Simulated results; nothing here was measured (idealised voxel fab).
Process module, titled voxel local oxidation
cross-section cut | 265 nm wide | cells 5 nm
Cross-section format: a grid of square cells, given as bands from top to bottom; each band is one or more rows of cells. Top, bottom (nm), then materials left to right with widths (nm); lone material tagged "everywhere" fills the whole band edge to edge; "empty" = empty space. Basically, 0 is our baseline, since under it the wafer straight out of the box is all one material. The bottom band has no lower end and keeps on going down, so it looks like "z 0 and below". Width "30->40": first value at the band's top row of cells, second value at its bottom row, equal change from row to row. No cell of the cross-section changed in a step that is given as "nothing got changed". Entry "Completely sealed voids" = empty spaces >= 8 cells with no open way to the top; each as width x height at distance, distance from left edge, all nm. Text after the settings on a step's line: the simulator's own remark on that step. overlay nm, on a step with a mask: how far to the right of its planned place the mask lay; to the left if negative.
So here's the lineup of process steps we planned
| 1 | RECEIVE: material Si |
| 2 | CONFORMAL_DEP: material SiO2, thk nm 5 |
| 3 | CONFORMAL_DEP: material SiN, thk nm 15 |
| 4 | MASKED_ETCH: tone cover, mask id ACTIVE, width nm 95, pitch nm 120, etch materials SiN, depth nm 15, overlay nm 0 |
| 5 | SELECTIVE_ETCH: etch materials SiO2, depth nm 5 |
| 6 | OXIDIZE: depth nm 10 |
| 7 | STRIP: etch materials SiN |
The cross-section here shows the wafer as received, i.e. in its state after step 1
	z 0 and below: Si everywhere
	Completely sealed voids: none
First of two wafers: cross-section at end of module, run per plan
	z 5 to 0: empty=30, then SiO2=85, then empty=35, then SiO2=85, then empty=30
	z 0 to -10: SiO2=40, then Si=65, then SiO2=55, then Si=65, then SiO2=40
	z -10 and below: Si everywhere
	Completely sealed voids: none
This is the second of the two wafers, cross-sectioned at the end of the module; it started exactly like the first and was given the same plan, but it was run with one mistake
	z 5 to 0: empty=30, then SiO2=85, then empty=35, then SiO2=85, then empty=30
	z 0 to -20: SiO2=50, then Si=45, then SiO2=75, then Si=45, then SiO2=50
	z -20 and below: Si everywhere
	Completely sealed voids: none
Finding, execution versus plan: so step 6 ended up running with a different setting than we planned, it ran as OXIDIZE: depth nm 20
Count the cells at the end and the second wafer has more or fewer of some materials than the first: 86 fewer of Si; 86 more of SiO2
